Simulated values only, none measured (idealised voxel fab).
process module | voxel released beams
cross-section cut | 295 nm wide | cells 5 nm
A cross-section is a grid of square cells, given in bands from the top down. A band is one or more rows of cells.
Each band's line starts with the height of the band's top and of its bottom, in nm. Then come its materials from left to right, each with its width in nm. One material with "throughout" fills the band from edge to edge. "air" is empty space.
Height 0 is the level under which the wafer as received is all one material. The lowest band goes on downwards, as in "0 down".
A width such as "30 to 40" changes by the same amount from each row of cells to the next, from the band's top row to its bottom row.
"no change" after a step means that no cell of the cross-section changed.
closed voids: empty space of 8 cells or more with no open way to the top, each as width x height at its distance from the left edge, in nm
after a step's settings: what the simulator itself notes on the step
overlay nm, on a step with a mask: how far to the right of its planned place the mask lay; to the left if negative
plan
1 op RECEIVE | material Si
2 op CONFORMAL_DEP | material Al2O3 | thk nm 5
3 op DIRECTIONAL_DEP | material SiO2 | thk nm 15
4 op DIRECTIONAL_DEP | material aC | thk nm 15
5 op PATTERN | tone open | mask id ANCHOR | material resist | width nm 40 | thk nm 35 | overlay nm 0
6 op DIRECTIONAL_ETCH | etch materials aC | depth nm 15
7 op STRIP | etch materials resist
8 op DIRECTIONAL_ETCH | etch materials SiO2 | depth nm 15
9 op STRIP | etch materials aC
10 op CONFORMAL_DEP | material SiN | thk nm 15
11 op DIRECTIONAL_DEP | material aC | thk nm 15
12 op PATTERN | tone cover | mask id BEAM | material resist | width nm 95 | thk nm 30 | overlay nm 0
13 op DIRECTIONAL_ETCH | etch materials aC | depth nm 15
14 op STRIP | etch materials resist
15 op DIRECTIONAL_ETCH | etch materials SiN | depth nm 15
16 op STRIP | etch materials aC
17 op STRIP | etch materials SiO2
as received, after step 1
  0 down: Si throughout
  closed voids: none
first wafer at the end, as planned
  35 to 20: air 95 | SiN 20 | air 10 | SiN 65 | air 105
  20 to 5: air 100 | SiN 40 | air 155
  5 to 0: Al2O3 throughout
  0 down: Si throughout
  closed voids: none
second wafer at the end: like start, like plan, one mistake
  35 to 20: air 95 | SiN 60 | air 140
  20 to 5: air 85 | SiN 15 | SiO2 40 | SiN 50 | air 105
  5 to 0: Al2O3 throughout
  0 down: Si throughout
  closed voids: none
what went wrong: step 5 ran as: op PATTERN | tone cover | mask id ANCHOR | material resist | width nm 40 | thk nm 35 | overlay nm 0
at the end the second wafer has, in cells: 24 more of SiO2
